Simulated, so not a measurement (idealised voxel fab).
Process module under the name voxel trench capacitor
Displayed cross-section: cut, width of 205 nm, square cells sized 5 nm.
Cross-section layout: square cells on a grid; listed as bands, top to bottom; a band spans one or more cell rows.
It is stipulated that each band's entry specify, in nanometres, the height of the top of the band and then that of its bottom, followed by the materials of the band in left-to-right sequence, each together with its width in nanometres. A single material marked by the word "throughout" is understood to fill the band from edge to edge; the word "empty" is understood to denote empty space.
We count height from 0. Below that, the starting wafer is all one material. The lowest band never ends at the bottom but goes on down; see "from 0 down" for how that is written.
Read "30..40" as a graded width: first number on top, second number at the bottom, same change between each pair of neighbouring rows.
"remained unchanged", as given for a step, is the statement that not any cell of the cross-section underwent a change during that step.
"Enclosed empty spaces" means: voids of 8 cells or more that are shut off from the top with no open way through. Written width x height at distance, distance from the left edge, in nm.
On each step's line, the part that comes after the settings is the simulator's own comment on the step.
Among the settings permitted on a step's line is "overlay nm"; applied to a step with a mask, it specifies the extent to which the mask lay to the right of its planned position, whereas a negative figure signifies a position to the left.

Below is the list of planned process steps:
| 1 | RECEIVE [material Si] |
| 2 | CONFORMAL_DEP [material SiN] [thk nm 10] |
| 3 | MASKED_ETCH [tone open] [mask id TRENCH] [width nm 25] [pitch nm 40] [etch materials SiN] [depth nm 10] [overlay nm 0] |
| 4 | MASKED_ETCH [tone open] [mask id TRENCH] [width nm 25] [pitch nm 40] [etch materials Si] [depth nm 30] [overlay nm 0] |
| 5 | CONFORMAL_DEP [material SiO2] [thk nm 5] |
| 6 | FILL_DEP [material polySi] [thk nm 5] |
| 7 | CMP [height nm 0] |
Split variable: height nm, step 7. Plan value = first wafer. Wafers start alike.

As-received state after step 1, first of several wafers, cross-section:
    from 0 down  Si throughout
    Enclosed empty spaces: none

Per wafer, end of module: cells gained (+) or lost (-) per material since receipt, then closed voids:
height nm 0; -60 Si; +30 SiO2; +30 polySi; Enclosed empty spaces: none
height nm 5; -60 Si; +31 SiN; +34 SiO2; +36 polySi; Enclosed empty spaces: none
height nm 10; -60 Si; +62 SiN; +38 SiO2; +42 polySi; Enclosed empty spaces: none
height nm 15; -60 Si; +62 SiN; +73 SiO2; +48 polySi; Enclosed empty spaces: none
height nm 20; -60 Si; +62 SiN; +73 SiO2; +89 polySi; Enclosed empty spaces: none
